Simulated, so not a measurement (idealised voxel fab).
voxel double patterning: a process module
Shown is cross-section cut, with a width of 265 nm and square cells of size 5 nm.
Cross-section spec: square-cell grid; bands listed top down; each band is one or more rows.
Quick guide to a band line: top height, bottom height (nm) up front; then every material left to right with its width in nm. Only one material and it's marked "edge to edge"? Then it fills the band edge to edge. And "blank" just means empty space.
Heights are reckoned from 0. Under this level, the received wafer is all of one material. The bottommost band is open-ended downward, for example "from 0 down".
A two-number width, for instance "30 to 40", indicates that the width is equal to the first number in the top row of the band and to the second number in the bottom row, and that it changes by a constant amount per row of cells.
What does "no modification" mean for a step? It means no cell of the cross-section changed in that step.
"Voids lacking openings": sealed empty spaces, 8 cells or more, no open way to top, listed width x height at distance, with distance from the left edge and width, height and distance in nm.
On a step's line, text after the settings is the simulator commenting on that step.
overlay nm: for a step with a mask, the amount by which the mask lay right of where it was planned; a negative amount means left of it.
Each pair of cross-sections that follows straddles one process step: the one shows the state before the step, the other the state after it, down to the lowest band that changed and no further. The step in question, and its settings, are given under the pair. Note that a pair is not necessarily a continuation of the pair above it, since pairs can come from different runs of this module on the same starting wafer; it is a continuation only where its entry headed "Pre-step cross-section" says so.
Pre-step cross-section:
  from 0 down: Si edge to edge
  Voids lacking openings: none
As Processed:
  from 5 to 0: SiO2 edge to edge
  Note: structure below 0 unchanged.
  Voids lacking openings: none
Quick note on the step between the two cross-sections above: CONFORMAL_DEP, material SiO2, thk nm 5
Pre-step cross-section: check the pair just above; its after cross-section is our before state.
As Processed:
  from 20 to 5: W edge to edge
  Note: structure below 5 unchanged.
  Voids lacking openings: none
Quick note on the step between the two cross-sections above: DIRECTIONAL_DEP, material W, thk nm 15
Pre-step cross-section: check the pair just above; its after cross-section is our before state.
As Processed:
  from 30 to 20: SiCN edge to edge
  Note: structure below 20 unchanged.
  Voids lacking openings: none
Quick note on the step between the two cross-sections above: DIRECTIONAL_DEP, material SiCN, thk nm 10
Pre-step cross-section: check the pair just above; its after cross-section is our before state.
As Processed:
  from 50 to 30: resist=75 | blank=15 | resist=35 | blank=15 | resist=35 | blank=15 | resist=75
  Note: structure below 30 unchanged.
  Voids lacking openings: none
Quick note on the step between the two cross-sections above: PATTERN, tone open, mask id FIRST, material resist, width nm 15, pitch nm 50, thk nm 20, overlay nm 0
Pre-step cross-section: check the pair just above; its after cross-section is our before state.
As Processed:
  from 50 to 30: resist=75 | blank=15 | resist=35 | blank=15 | resist=35 | blank=15 | resist=75
  from 30 to 20: SiCN=75 | blank=15 | SiCN=35 | blank=15 | SiCN=35 | blank=15 | SiCN=75
  Note: structure below 20 unchanged.
  Voids lacking openings: none
Quick note on the step between the two cross-sections above: DIRECTIONAL_ETCH, etch materials SiCN, depth nm 10
Pre-step cross-section: check the pair just above; its after cross-section is our before state.
As Processed:
  from 30 to 20: SiCN=75 | blank=15 | SiCN=35 | blank=15 | SiCN=35 | blank=15 | SiCN=75
  Note: structure below 20 unchanged.
  Voids lacking openings: none
Quick note on the step between the two cross-sections above: STRIP, etch materials resist
Pre-step cross-section: check the pair just above; its after cross-section is our before state.
As Processed:
  from 30 to 20: SiCN=75 | blank=15 | SiCN=10 | blank=15 | SiCN=10 | blank=15 | SiCN=10 | blank=15 | SiCN=10 | blank=15 | SiCN=75
  Note: structure below 20 unchanged.
  Voids lacking openings: none
Quick note on the step between the two cross-sections above: MASKED_ETCH, tone open, mask id SECOND, width nm 15, pitch nm 50, etch materials SiCN, depth nm 10, overlay nm 0
Pre-step cross-section: check the pair just above; its after cross-section is our before state.
As Processed:
  from 30 to 20: SiCN=75 | blank=15 | SiCN=10 | blank=15 | SiCN=10 | blank=15 | SiCN=10 | blank=15 | SiCN=10 | blank=15 | SiCN=75
  from 20 to 5: W=75 | blank=15 | W=10 | blank=15 | W=10 | blank=15 | W=10 | blank=15 | W=10 | blank=15 | W=75
  Note: structure below 5 unchanged.
  Voids lacking openings: none
Quick note on the step between the two cross-sections above: DIRECTIONAL_ETCH, etch materials W, depth nm 15
Pre-step cross-section: check the pair just above; its after cross-section is our before state.
As Processed:
  from 20 to 5: W=75 | blank=15 | W=10 | blank=15 | W=10 | blank=15 | W=10 | blank=15 | W=10 | blank=15 | W=75
  Note: structure below 5 unchanged.
  Voids lacking openings: none
Quick note on the step between the two cross-sections above: STRIP, etch materials SiCN
Pre-step cross-section:
  from 0 down: Si edge to edge
  Voids lacking openings: none
As Processed:
  from 15 to 0: W edge to edge
  Note: structure below 0 unchanged.
  Voids lacking openings: none
Quick note on the step between the two cross-sections above: DIRECTIONAL_DEP, material W, thk nm 15
Pre-step cross-section: check the pair just above; its after cross-section is our before state.
As Processed:
  from 25 to 15: SiCN edge to edge
  Note: structure below 15 unchanged.
  Voids lacking openings: none
Quick note on the step between the two cross-sections above: DIRECTIONAL_DEP, material SiCN, thk nm 10
Pre-step cross-section: check the pair just above; its after cross-section is our before state.
As Processed:
  from 45 to 25: resist=75 | blank=15 | resist=35 | blank=15 | resist=35 | blank=15 | resist=75
  Note: structure below 25 unchanged.
  Voids lacking openings: none
Quick note on the step between the two cross-sections above: PATTERN, tone open, mask id FIRST, material resist, width nm 15, pitch nm 50, thk nm 20, overlay nm 0
Pre-step cross-section: check the pair just above; its after cross-section is our before state.
As Processed:
  from 45 to 25: resist=75 | blank=15 | resist=35 | blank=15 | resist=35 | blank=15 | resist=75
  from 25 to 15: SiCN=75 | blank=15 | SiCN=35 | blank=15 | SiCN=35 | blank=15 | SiCN=75
  Note: structure below 15 unchanged.
  Voids lacking openings: none
Quick note on the step between the two cross-sections above: DIRECTIONAL_ETCH, etch materials SiCN, depth nm 10
Pre-step cross-section: check the pair just above; its after cross-section is our before state.
As Processed:
  from 25 to 15: SiCN=75 | blank=15 | SiCN=35 | blank=15 | SiCN=35 | blank=15 | SiCN=75
  Note: structure below 15 unchanged.
  Voids lacking openings: none
Quick note on the step between the two cross-sections above: STRIP, etch materials resist
Pre-step cross-section: check the pair just above; its after cross-section is our before state.
As Processed:
  from 25 to 15: SiCN=75 | blank=15 | SiCN=10 | blank=15 | SiCN=10 | blank=15 | SiCN=10 | blank=15 | SiCN=10 | blank=15 | SiCN=75
  Note: structure below 15 unchanged.
  Voids lacking openings: none
Quick note on the step between the two cross-sections above: MASKED_ETCH, tone open, mask id SECOND, width nm 15, pitch nm 50, etch materials SiCN, depth nm 10, overlay nm 0
Pre-step cross-section: check the pair just above; its after cross-section is our before state.
As Processed:
  from 25 to 15: SiCN=75 | blank=15 | SiCN=10 | blank=15 | SiCN=10 | blank=15 | SiCN=10 | blank=15 | SiCN=10 | blank=15 | SiCN=75
  from 15 to 0: W=75 | blank=15 | W=10 | blank=15 | W=10 | blank=15 | W=10 | blank=15 | W=10 | blank=15 | W=75
  Note: structure below 0 unchanged.
  Voids lacking openings: none
Quick note on the step between the two cross-sections above: DIRECTIONAL_ETCH, etch materials W, depth nm 15
Pre-step cross-section: check the pair just above; its after cross-section is our before state.
As Processed:
  from 15 to 0: W=75 | blank=15 | W=10 | blank=15 | W=10 | blank=15 | W=10 | blank=15 | W=10 | blank=15 | W=75
  Note: structure below 0 unchanged.
  Voids lacking openings: none
Quick note on the step between the two cross-sections above: STRIP, etch materials SiCN
Pre-step cross-section:
  from 20 to 5: W edge to edge
  from 5 to 0: SiO2 edge to edge
  from 0 down: Si edge to edge
  Voids lacking openings: none
As Processed:
  from 35 to 5: W edge to edge
  Note: structure below 5 unchanged.
  Voids lacking openings: none
Quick note on the step between the two cross-sections above: DIRECTIONAL_DEP, material W, thk nm 15
Pre-step cross-section: check the pair just above; its after cross-section is our before state.
As Processed:
  from 45 to 35: SiCN edge to edge
  Note: structure below 35 unchanged.
  Voids lacking openings: none
Quick note on the step between the two cross-sections above: DIRECTIONAL_DEP, material SiCN, thk nm 10
Pre-step cross-section: check the pair just above; its after cross-section is our before state.
As Processed:
  from 65 to 45: resist=75 | blank=15 | resist=35 | blank=15 | resist=35 | blank=15 | resist=75
  Note: structure below 45 unchanged.
  Voids lacking openings: none
Quick note on the step between the two cross-sections above: PATTERN, tone open, mask id FIRST, material resist, width nm 15, pitch nm 50, thk nm 20, overlay nm 0
Pre-step cross-section: check the pair just above; its after cross-section is our before state.
As Processed:
  from 65 to 45: resist=75 | blank=15 | resist=35 | blank=15 | resist=35 | blank=15 | resist=75
  from 45 to 35: SiCN=75 | blank=15 | SiCN=35 | blank=15 | SiCN=35 | blank=15 | SiCN=75
  Note: structure below 35 unchanged.
  Voids lacking openings: none
Quick note on the step between the two cross-sections above: DIRECTIONAL_ETCH, etch materials SiCN, depth nm 10
Pre-step cross-section: check the pair just above; its after cross-section is our before state.
As Processed:
  from 45 to 35: SiCN=75 | blank=15 | SiCN=35 | blank=15 | SiCN=35 | blank=15 | SiCN=75
  Note: structure below 35 unchanged.
  Voids lacking openings: none
Quick note on the step between the two cross-sections above: STRIP, etch materials resist
Pre-step cross-section: check the pair just above; its after cross-section is our before state.
As Processed:
  from 45 to 35: SiCN=75 | blank=15 | SiCN=10 | blank=15 | SiCN=10 | blank=15 | SiCN=10 | blank=15 | SiCN=10 | blank=15 | SiCN=75
  Note: structure below 35 unchanged.
  Voids lacking openings: none
Quick note on the step between the two cross-sections above: MASKED_ETCH, tone open, mask id SECOND, width nm 15, pitch nm 50, etch materials SiCN, depth nm 10, overlay nm 0
Pre-step cross-section: check the pair just above; its after cross-section is our before state.
As Processed:
  from 45 to 35: SiCN=75 | blank=15 | SiCN=10 | blank=15 | SiCN=10 | blank=15 | SiCN=10 | blank=15 | SiCN=10 | blank=15 | SiCN=75
  from 35 to 20: W=75 | blank=15 | W=10 | blank=15 | W=10 | blank=15 | W=10 | blank=15 | W=10 | blank=15 | W=75
  Note: structure below 20 unchanged.
  Voids lacking openings: none
Quick note on the step between the two cross-sections above: DIRECTIONAL_ETCH, etch materials W, depth nm 15
Pre-step cross-section: check the pair just above; its after cross-section is our before state.
As Processed:
  from 35 to 20: W=75 | blank=15 | W=10 | blank=15 | W=10 | blank=15 | W=10 | blank=15 | W=10 | blank=15 | W=75
  Note: structure below 20 unchanged.
  Voids lacking openings: none
Quick note on the step between the two cross-sections above: STRIP, etch materials SiCN
Pre-step cross-section:
  from 15 to 0: W edge to edge
  from 0 down: Si edge to edge
  Voids lacking openings: none
As Processed:
  from 20 to 15: SiO2 edge to edge
  Note: structure below 15 unchanged.
  Voids lacking openings: none
Quick note on the step between the two cross-sections above: CONFORMAL_DEP, material SiO2, thk nm 5
Pre-step cross-section: check the pair just above; its after cross-section is our before state.
As Processed:
  from 30 to 20: SiCN edge to edge
  Note: structure below 20 unchanged.
  Voids lacking openings: none
Quick note on the step between the two cross-sections above: DIRECTIONAL_DEP, material SiCN, thk nm 10
Pre-step cross-section: check the pair just above; its after cross-section is our before state.
As Processed:
  from 50 to 30: resist=75 | blank=15 | resist=35 | blank=15 | resist=35 | blank=15 | resist=75
  Note: structure below 30 unchanged.
  Voids lacking openings: none
Quick note on the step between the two cross-sections above: PATTERN, tone open, mask id FIRST, material resist, width nm 15, pitch nm 50, thk nm 20, overlay nm 0
Pre-step cross-section: check the pair just above; its after cross-section is our before state.
As Processed:
  from 50 to 30: resist=75 | blank=15 | resist=35 | blank=15 | resist=35 | blank=15 | resist=75
  from 30 to 20: SiCN=75 | blank=15 | SiCN=35 | blank=15 | SiCN=35 | blank=15 | SiCN=75
  Note: structure below 20 unchanged.
  Voids lacking openings: none
Quick note on the step between the two cross-sections above: DIRECTIONAL_ETCH, etch materials SiCN, depth nm 10
Pre-step cross-section: check the pair just above; its after cross-section is our before state.
As Processed:
  from 30 to 20: SiCN=75 | blank=15 | SiCN=35 | blank=15 | SiCN=35 | blank=15 | SiCN=75
  Note: structure below 20 unchanged.
  Voids lacking openings: none
Quick note on the step between the two cross-sections above: STRIP, etch materials resist
Pre-step cross-section: check the pair just above; its after cross-section is our before state.
As Processed:
  from 30 to 20: SiCN=75 | blank=15 | SiCN=10 | blank=15 | SiCN=10 | blank=15 | SiCN=10 | blank=15 | SiCN=10 | blank=15 | SiCN=75
  Note: structure below 20 unchanged.
  Voids lacking openings: none
Quick note on the step between the two cross-sections above: MASKED_ETCH, tone open, mask id SECOND, width nm 15, pitch nm 50, etch materials SiCN, depth nm 10, overlay nm 0
Pre-step cross-section: check the pair just above; its after cross-section is our before state.
As Processed:
  from 20 to 15: SiO2 edge to edge
  Note: structure below 15 unchanged.
  Voids lacking openings: none
Quick note on the step between the two cross-sections above: STRIP, etch materials SiCN
Pre-step cross-section:
  from 30 to 20: SiCN=75 | blank=15 | SiCN=10 | blank=15 | SiCN=10 | blank=15 | SiCN=10 | blank=15 | SiCN=10 | blank=15 | SiCN=75
  from 20 to 5: W edge to edge
  from 5 to 0: SiO2 edge to edge
  from 0 down: Si edge to edge
  Voids lacking openings: none
As Processed:
  from 30 to 20: SiCN=75 | blank=15 | SiCN=10 | blank=15 | SiCN=10 | blank=15 | SiCN=10 | blank=15 | SiCN=10 | blank=15 | SiCN=75
  from 20 to 15: W=75 | blank=15 | W=10 | blank=15 | W=10 | blank=15 | W=10 | blank=15 | W=10 | blank=15 | W=75
  Note: structure below 15 unchanged.
  Voids lacking openings: none
Quick note on the step between the two cross-sections above: DIRECTIONAL_ETCH, etch materials W, depth nm 5
Pre-step cross-section: check the pair just above; its after cross-section is our before state.
As Processed:
  from 20 to 15: W=75 | blank=15 | W=10 | blank=15 | W=10 | blank=15 | W=10 | blank=15 | W=10 | blank=15 | W=75
  Note: structure below 15 unchanged.
  Voids lacking openings: none
Quick note on the step between the two cross-sections above: STRIP, etch materials SiCN
Pre-step cross-section:
  from 30 to 20: SiCN edge to edge
  from 20 to 5: W edge to edge
  from 5 to 0: SiO2 edge to edge
  from 0 down: Si edge to edge
  Voids lacking openings: none
As Processed:
  from 50 to 30: resist=75 | blank=20 | resist=30 | blank=20 | resist=30 | blank=20 | resist=70
  Note: structure below 30 unchanged.
  Voids lacking openings: none
Quick note on the step between the two cross-sections above: PATTERN, tone open, mask id FIRST, material resist, width nm 20, pitch nm 50, thk nm 20, overlay nm 0
Pre-step cross-section: check the pair just above; its after cross-section is our before state.
As Processed:
  from 50 to 30: resist=75 | blank=20 | resist=30 | blank=20 | resist=30 | blank=20 | resist=70
  from 30 to 20: SiCN=75 | blank=20 | SiCN=30 | blank=20 | SiCN=30 | blank=20 | SiCN=70
  Note: structure below 20 unchanged.
  Voids lacking openings: none
Quick note on the step between the two cross-sections above: DIRECTIONAL_ETCH, etch materials SiCN, depth nm 10
Pre-step cross-section: check the pair just above; its after cross-section is our before state.
As Processed:
  from 30 to 20: SiCN=75 | blank=20 | SiCN=30 | blank=20 | SiCN=30 | blank=20 | SiCN=70
  Note: structure below 20 unchanged.
  Voids lacking openings: none
Quick note on the step between the two cross-sections above: STRIP, etch materials resist
Pre-step cross-section: check the pair just above; its after cross-section is our before state.
As Processed:
  from 30 to 20: SiCN=75 | blank=20 | SiCN=5 | blank=15 | SiCN=10 | blank=20 | SiCN=5 | blank=15 | SiCN=10 | blank=20 | SiCN=70
  Note: structure below 20 unchanged.
  Voids lacking openings: none
Quick note on the step between the two cross-sections above: MASKED_ETCH, tone open, mask id SECOND, width nm 15, pitch nm 50, etch materials SiCN, depth nm 10, overlay nm 0
Pre-step cross-section: check the pair just above; its after cross-section is our before state.
As Processed:
  from 30 to 20: SiCN=75 | blank=20 | SiCN=5 | blank=15 | SiCN=10 | blank=20 | SiCN=5 | blank=15 | SiCN=10 | blank=20 | SiCN=70
  from 20 to 5: W=75 | blank=20 | W=5 | blank=15 | W=10 | blank=20 | W=5 | blank=15 | W=10 | blank=20 | W=70
  Note: structure below 5 unchanged.
  Voids lacking openings: none
Quick note on the step between the two cross-sections above: DIRECTIONAL_ETCH, etch materials W, depth nm 15
Pre-step cross-section: check the pair just above; its after cross-section is our before state.
As Processed:
  from 20 to 5: W=75 | blank=20 | W=5 | blank=15 | W=10 | blank=20 | W=5 | blank=15 | W=10 | blank=20 | W=70
  Note: structure below 5 unchanged.
  Voids lacking openings: none
Quick note on the step between the two cross-sections above: STRIP, etch materials SiCN
Pre-step cross-section:
  from 30 to 20: SiCN=75 | blank=15 | SiCN=35 | blank=15 | SiCN=35 | blank=15 | SiCN=75
  from 20 to 5: W edge to edge
  from 5 to 0: SiO2 edge to edge
  from 0 down: Si edge to edge
  Voids lacking openings: none
As Processed:
  from 30 to 20: SiCN=75 | blank=15 | SiCN=20 | blank=30 | SiCN=20 | blank=30 | SiCN=75
  Note: structure below 20 unchanged.
  Voids lacking openings: none
Quick note on the step between the two cross-sections above: MASKED_ETCH, tone open, mask id SECOND, width nm 15, pitch nm 50, etch materials SiCN, depth nm 10, overlay nm 10
Pre-step cross-section: check the pair just above; its after cross-section is our before state.
As Processed:
  from 30 to 20: SiCN=75 | blank=15 | SiCN=20 | blank=30 | SiCN=20 | blank=30 | SiCN=75
  from 20 to 5: W=75 | blank=15 | W=20 | blank=30 | W=20 | blank=30 | W=75
  Note: structure below 5 unchanged.
  Voids lacking openings: none
Quick note on the step between the two cross-sections above: DIRECTIONAL_ETCH, etch materials W, depth nm 15
Pre-step cross-section: check the pair just above; its after cross-section is our before state.
As Processed:
  from 20 to 5: W=75 | blank=15 | W=20 | blank=30 | W=20 | blank=30 | W=75
  Note: structure below 5 unchanged.
  Voids lacking openings: none
Quick note on the step between the two cross-sections above: STRIP, etch materials SiCN
Pre-step cross-section:
  from 5 to 0: SiO2 edge to edge
  from 0 down: Si edge to edge
  Voids lacking openings: none
As Processed:
  from 20 to 0: SiO2 edge to edge
  Note: structure below 0 unchanged.
  Voids lacking openings: none
Quick note on the step between the two cross-sections above: DIRECTIONAL_DEP, material SiO2, thk nm 15
Pre-step cross-section: check the pair just above; its after cross-section is our before state.
As Processed:
  from 30 to 20: SiCN edge to edge
  Note: structure below 20 unchanged.
  Voids lacking openings: none
Quick note on the step between the two cross-sections above: DIRECTIONAL_DEP, material SiCN, thk nm 10
Pre-step cross-section: check the pair just above; its after cross-section is our before state.
As Processed:
  from 50 to 30: resist=75 | blank=15 | resist=35 | blank=15 | resist=35 | blank=15 | resist=75
  Note: structure below 30 unchanged.
  Voids lacking openings: none
Quick note on the step between the two cross-sections above: PATTERN, tone open, mask id FIRST, material resist, width nm 15, pitch nm 50, thk nm 20, overlay nm 0
Pre-step cross-section: check the pair just above; its after cross-section is our before state.
As Processed:
  from 50 to 30: resist=75 | blank=15 | resist=35 | blank=15 | resist=35 | blank=15 | resist=75
  from 30 to 20: SiCN=75 | blank=15 | SiCN=35 | blank=15 | SiCN=35 | blank=15 | SiCN=75
  Note: structure below 20 unchanged.
  Voids lacking openings: none
Quick note on the step between the two cross-sections above: DIRECTIONAL_ETCH, etch materials SiCN, depth nm 10
Pre-step cross-section: check the pair just above; its after cross-section is our before state.
As Processed:
  from 30 to 20: SiCN=75 | blank=15 | SiCN=35 | blank=15 | SiCN=35 | blank=15 | SiCN=75
  Note: structure below 20 unchanged.
  Voids lacking openings: none
Quick note on the step between the two cross-sections above: STRIP, etch materials resist
Pre-step cross-section: check the pair just above; its after cross-section is our before state.
As Processed:
  from 30 to 20: SiCN=75 | blank=15 | SiCN=10 | blank=15 | SiCN=10 | blank=15 | SiCN=10 | blank=15 | SiCN=10 | blank=15 | SiCN=75
  Note: structure below 20 unchanged.
  Voids lacking openings: none
Quick note on the step between the two cross-sections above: MASKED_ETCH, tone open, mask id SECOND, width nm 15, pitch nm 50, etch materials SiCN, depth nm 10, overlay nm 0
Pre-step cross-section: check the pair just above; its after cross-section is our before state.
As Processed:
  from 20 to 0: SiO2 edge to edge
  Note: structure below 0 unchanged.
  Voids lacking openings: none
Quick note on the step between the two cross-sections above: STRIP, etch materials SiCN
Pre-step cross-section:
  from 30 to 20: SiCN edge to edge
  from 20 to 5: W edge to edge
  from 5 to 0: SiO2 edge to edge
  from 0 down: Si edge to edge
  Voids lacking openings: none
As Processed:
  from 50 to 30: blank=75 | resist=15 | blank=35 | resist=15 | blank=35 | resist=15 | blank=75
  Note: structure below 30 unchanged.
  Voids lacking openings: none
Quick note on the step between the two cross-sections above: PATTERN, tone cover, mask id FIRST, material resist, width nm 15, pitch nm 50, thk nm 20, overlay nm 0
Pre-step cross-section: check the pair just above; its after cross-section is our before state.
As Processed:
  from 50 to 30: blank=75 | resist=15 | blank=35 | resist=15 | blank=35 | resist=15 | blank=75
  from 30 to 20: blank=75 | SiCN=15 | blank=35 | SiCN=15 | blank=35 | SiCN=15 | blank=75
  Note: structure below 20 unchanged.
  Voids lacking openings: none
Quick note on the step between the two cross-sections above: DIRECTIONAL_ETCH, etch materials SiCN, depth nm 10
Pre-step cross-section: check the pair just above; its after cross-section is our before state.
As Processed:
  from 30 to 20: blank=75 | SiCN=15 | blank=35 | SiCN=15 | blank=35 | SiCN=15 | blank=75
  Note: structure below 20 unchanged.
  Voids lacking openings: none
Quick note on the step between the two cross-sections above: STRIP, etch materials resist
Pre-step cross-section: check the pair just above; its after cross-section is our before state.
As Processed:
  from 30 to 20: blank=75 | SiCN=15 | blank=35 | SiCN=15 | blank=35 | SiCN=15 | blank=75
  from 20 to 5: blank=75 | W=15 | blank=35 | W=15 | blank=35 | W=15 | blank=75
  Note: structure below 5 unchanged.
  Voids lacking openings: none
Quick note on the step between the two cross-sections above: DIRECTIONAL_ETCH, etch materials W, depth nm 15
Pre-step cross-section: check the pair just above; its after cross-section is our before state.
As Processed:
  from 20 to 5: blank=75 | W=15 | blank=35 | W=15 | blank=35 | W=15 | blank=75
  Note: structure below 5 unchanged.
  Voids lacking openings: none
Quick note on the step between the two cross-sections above: STRIP, etch materials SiCN
